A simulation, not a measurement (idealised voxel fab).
Herein follows the process module entitled voxel tone inversion.
It is cross-section cut that appears here, measuring 215 nm in width, its square cells being 5 nm in size.
Square cells in a grid make up a cross-section in this document, and the grid is given as bands, listed from the top down, each one or more rows of cells. Top height, bottom height, nm. Materials left to right, width each, nm. Single material + "full width" = fills band edge to edge. "blank" = empty. Measure heights from 0. That's the level where, below it, the as-received wafer is all one material. The lowest band is bottomless and extends downward; write it as in "0 -> down". Read "30 to 40" as a graded width: first number on top, second number at the bottom, same change between each pair of neighbouring rows. When a step is marked "remains unaltered", none of the cells in the cross-section changed during that step. Closed empty spaces (no open way to the top) of 8 cells or more are what "Cavities, sealed" lists, each as width x height at distance from the left edge, nm for all three. Text after the settings on a step's line: the simulator's own remark on that step. The line of a step may include "overlay nm". On a step with a mask, this value is how far to the right of its planned place the mask lay. A negative value means the mask lay to the left.

### Planned process steps
1,RECEIVE (material Si)
2,CONFORMAL_DEP (material SiCN; thk nm 5)
3,DIRECTIONAL_DEP (material polySi; thk nm 25)
4,PATTERN (tone cover; mask id POSTS; material resist; width nm 20; pitch nm 45; thk nm 35; overlay nm 0)
5,DIRECTIONAL_ETCH (etch materials polySi; depth nm 25)
6,STRIP (etch materials resist)
7,FILL_DEP (material SiO2; thk nm 10)
8,CMP (height nm 30)
9,STRIP (etch materials polySi)

### Wafer cross-section on receipt, i.e. after step 1
0 -> down = Si full width
Cavities, sealed: none

### Cross-section: first of two wafers, module finished, run according to plan
30 -> 5 = SiO2: 75 / blank: 20 / SiO2: 25 / blank: 20 / SiO2: 75
5 -> 0 = SiCN full width
0 -> down = Si full width
Cavities, sealed: none

### Same start, same plan as the first wafer - but one mistake in the run. Cross-section of the second of the two at the end of the module
20 -> 5 = SiO2: 75 / blank: 20 / SiO2: 25 / blank: 20 / SiO2: 75
5 -> 0 = SiCN full width
0 -> down = Si full width
Cavities, sealed: none
Run error: in deviation from the planned setting, step 8 was conducted as CMP (height nm 20)
at the end the second wafer has, in cells: 70 fewer of SiO2
